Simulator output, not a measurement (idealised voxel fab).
You're looking at the process module voxel wiring stack.
In the cross-section labelled cut, the width is 205 nm and each square cell is 5 nm.
If you're reading a cross-section in this doc, picture square cells in a grid; it comes to you as bands, top ones listed first down to the bottom, and a band can be one or more rows of cells.
It is stipulated that each band's entry specify, in nanometres, the height of the top of the band and then that of its bottom, followed by the materials of the band in left-to-right sequence, each together with its width in nanometres. A single material marked by the word "all across" is understood to fill the band from edge to edge; the word "blank" is understood to denote empty space.
Height 0 is the level under which the wafer as received is all one material. The lowest band goes on downwards, as in "0..down".
Quick explanation for "30->40": the width changes in equal steps down the rows of cells, from the first number in the band's top row to the second number in its bottom row.
Where the words "remains unaltered" appear for a step, the cross-section shows no cell changed by that step; every cell remained as before.
Heads up: "Completely sealed voids" only lists the empty pockets with no open path to the top that are 8 cells or more, and it writes them as width x height at distance, distance from the left edge, in nm.
If you see something after the settings on a step's line, that's the simulator's own remark about that step.
"overlay nm", when on a step's line for a step with a mask, measures how far to the right of its planned place the mask lay; a negative measure means to the left.
**Steps in the process plan**
1) RECEIVE (material Si)
2) CONFORMAL_DEP (material SiO2; thk nm 10)
3) DIRECTIONAL_DEP (material TiN; thk nm 5)
4) DIRECTIONAL_DEP (material Ru; thk nm 15)
5) DIRECTIONAL_DEP (material aC; thk nm 15)
6) PATTERN (tone cover; mask id METAL_1; material resist; width nm 30; pitch nm 60; thk nm 35; overlay nm 0)
7) DIRECTIONAL_ETCH (etch materials aC; depth nm 15)
8) STRIP (etch materials resist)
9) DIRECTIONAL_ETCH (etch materials Ru; depth nm 15)
10) DIRECTIONAL_ETCH (etch materials TiN; depth nm 5)
11) STRIP (etch materials aC)
12) FILL_DEP (material lowk; thk nm 5)
13) CMP (height nm 30)
14) CONFORMAL_DEP (material SiCN; thk nm 5)
15) DIRECTIONAL_DEP (material lowk; thk nm 25)
16) PATTERN (tone open; mask id METAL_2; material resist; width nm 30; pitch nm 60; thk nm 20; overlay nm 0)
17) DIRECTIONAL_ETCH (etch materials lowk; depth nm 15)
18) STRIP (etch materials resist)
19) PATTERN (tone open; mask id METAL_2_HOLES; material resist; width nm 15; pitch nm 60; thk nm 20; overlay nm 0)
20) DIRECTIONAL_ETCH (etch materials lowk; depth nm 10)
21) DIRECTIONAL_ETCH (etch materials SiCN; depth nm 5)
22) STRIP (etch materials resist)
23) CONFORMAL_DEP (material TiN; thk nm 5)
24) FILL_DEP (material Ru; thk nm 5)
25) CMP (height nm 60)
26) CONFORMAL_DEP (material SiCN; thk nm 5)
27) DIRECTIONAL_DEP (material SiO2; thk nm 10)
28) PATTERN (tone open; mask id PLUG_2; material resist; width nm 15; pitch nm 60; thk nm 20; overlay nm 0)
29) DIRECTIONAL_ETCH (etch materials SiO2; depth nm 10)
30) DIRECTIONAL_ETCH (etch materials SiCN; depth nm 5)
31) STRIP (etch materials resist)
32) CONFORMAL_DEP (material TiN; thk nm 5)
33) FILL_DEP (material W; thk nm 5)
34) CMP (height nm 75)
35) CONFORMAL_DEP (material SiN; thk nm 5)
36) DIRECTIONAL_DEP (material lowk; thk nm 20)
37) DIRECTIONAL_DEP (material aC; thk nm 15)
38) PATTERN (tone open; mask id METAL_3; material resist; width nm 30; pitch nm 60; thk nm 30; overlay nm -15)
39) DIRECTIONAL_ETCH (etch materials aC; depth nm 15)
40) STRIP (etch materials resist)
41) DIRECTIONAL_ETCH (etch materials lowk; depth nm 20)
42) DIRECTIONAL_ETCH (etch materials SiN; depth nm 5)
43) STRIP (etch materials aC)
44) CONFORMAL_DEP (material TiN; thk nm 5)
45) FILL_DEP (material Ru; thk nm 5)
46) CMP (height nm 100)
47) CONFORMAL_DEP (material SiN; thk nm 5)
Across this set of wafers, the varied parameter is the overlay nm of step 38. Starting conditions are identical for every wafer, and the plan reports the value assigned to the first wafer.
**Here's the first of the wafers in cross-section, just as we got it, i.e. after step 1**
- 0..down | Si all across
- Completely sealed voids: none
**The figure below presents a cross-section of the first of several wafers at the conclusion of the module, following its last step, step 47**
- 105..100 | SiN all across
- 100..80 | 40 nm lowk, 5 nm TiN, 20 nm Ru, 5 nm TiN, 30 nm lowk, 5 nm TiN, 20 nm Ru, 5 nm TiN, 75 nm lowk
- 80..75 | 40 nm SiN, 30 nm TiN, 30 nm SiN, 30 nm TiN, 75 nm SiN
- 75..65 | 55 nm SiO2, 5 nm TiN, 5 nm W, 5 nm TiN, 45 nm SiO2, 5 nm TiN, 5 nm W, 5 nm TiN, 75 nm SiO2
- 65..60 | 55 nm SiCN, 15 nm TiN, 45 nm SiCN, 15 nm TiN, 75 nm SiCN
- 60..50 | 55 nm lowk, 5 nm TiN, 20 nm Ru, 5 nm TiN, 30 nm lowk, 5 nm TiN, 20 nm Ru, 5 nm TiN, 60 nm lowk
- 50..45 | 55 nm lowk, 5 nm TiN, 5 nm Ru, 20 nm TiN, 30 nm lowk, 5 nm TiN, 5 nm Ru, 20 nm TiN, 60 nm lowk
- 45..35 | 55 nm lowk, 5 nm TiN, 5 nm Ru, 5 nm TiN, 45 nm lowk, 5 nm TiN, 5 nm Ru, 5 nm TiN, 75 nm lowk
- 35..30 | 55 nm SiCN, 15 nm TiN, 45 nm SiCN, 15 nm TiN, 75 nm SiCN
- 30..15 | 55 nm lowk, 30 nm Ru, 30 nm lowk, 30 nm Ru, 60 nm lowk
- 15..10 | 55 nm lowk, 30 nm TiN, 30 nm lowk, 30 nm TiN, 60 nm lowk
- 10..0 | SiO2 all across
- 0..down | Si all across
- Completely sealed voids: none
**Last wafer x-sec, end of module**
- 105..100 | SiN all across
- 100..80 | 70 nm lowk, 5 nm TiN, 20 nm Ru, 5 nm TiN, 30 nm lowk, 5 nm TiN, 20 nm Ru, 5 nm TiN, 45 nm lowk
- 80..75 | 70 nm SiN, 30 nm TiN, 30 nm SiN, 30 nm TiN, 45 nm SiN
- 75..65 | 55 nm SiO2, 5 nm TiN, 5 nm W, 5 nm TiN, 45 nm SiO2, 5 nm TiN, 5 nm W, 5 nm TiN, 75 nm SiO2
- 65..60 | 55 nm SiCN, 15 nm TiN, 45 nm SiCN, 15 nm TiN, 75 nm SiCN
- 60..50 | 55 nm lowk, 5 nm TiN, 20 nm Ru, 5 nm TiN, 30 nm lowk, 5 nm TiN, 20 nm Ru, 5 nm TiN, 60 nm lowk
- 50..45 | 55 nm lowk, 5 nm TiN, 5 nm Ru, 20 nm TiN, 30 nm lowk, 5 nm TiN, 5 nm Ru, 20 nm TiN, 60 nm lowk
- 45..35 | 55 nm lowk, 5 nm TiN, 5 nm Ru, 5 nm TiN, 45 nm lowk, 5 nm TiN, 5 nm Ru, 5 nm TiN, 75 nm lowk
- 35..30 | 55 nm SiCN, 15 nm TiN, 45 nm SiCN, 15 nm TiN, 75 nm SiCN
- 30..15 | 55 nm lowk, 30 nm Ru, 30 nm lowk, 30 nm Ru, 60 nm lowk
- 15..10 | 55 nm lowk, 30 nm TiN, 30 nm lowk, 30 nm TiN, 60 nm lowk
- 10..0 | SiO2 all across
- 0..down | Si all across
- Completely sealed voids: none
**So in this table every wafer gets its own row, and what you see is where it stands at the end of the module: for each material, how many cells it picked up (+) or gave up (-) since we received it, and after that its closed voids**
overlay nm -15; +90 Ru; +70 SiCN; +70 SiN; +152 SiO2; +86 TiN; +4 W; +389 lowk; Completely sealed voids: none
overlay nm -10; +90 Ru; +70 SiCN; +70 SiN; +152 SiO2; +86 TiN; +4 W; +389 lowk; Completely sealed voids: none
overlay nm -5; +90 Ru; +70 SiCN; +70 SiN; +152 SiO2; +86 TiN; +4 W; +389 lowk; Completely sealed voids: none
overlay nm 0; +90 Ru; +70 SiCN; +70 SiN; +152 SiO2; +86 TiN; +4 W; +389 lowk; Completely sealed voids: none
overlay nm 5; +90 Ru; +70 SiCN; +70 SiN; +152 SiO2; +86 TiN; +4 W; +389 lowk; Completely sealed voids: none
overlay nm 10; +90 Ru; +70 SiCN; +70 SiN; +152 SiO2; +86 TiN; +4 W; +389 lowk; Completely sealed voids: none
overlay nm 15; +90 Ru; +70 SiCN; +70 SiN; +152 SiO2; +86 TiN; +4 W; +389 lowk; Completely sealed voids: none
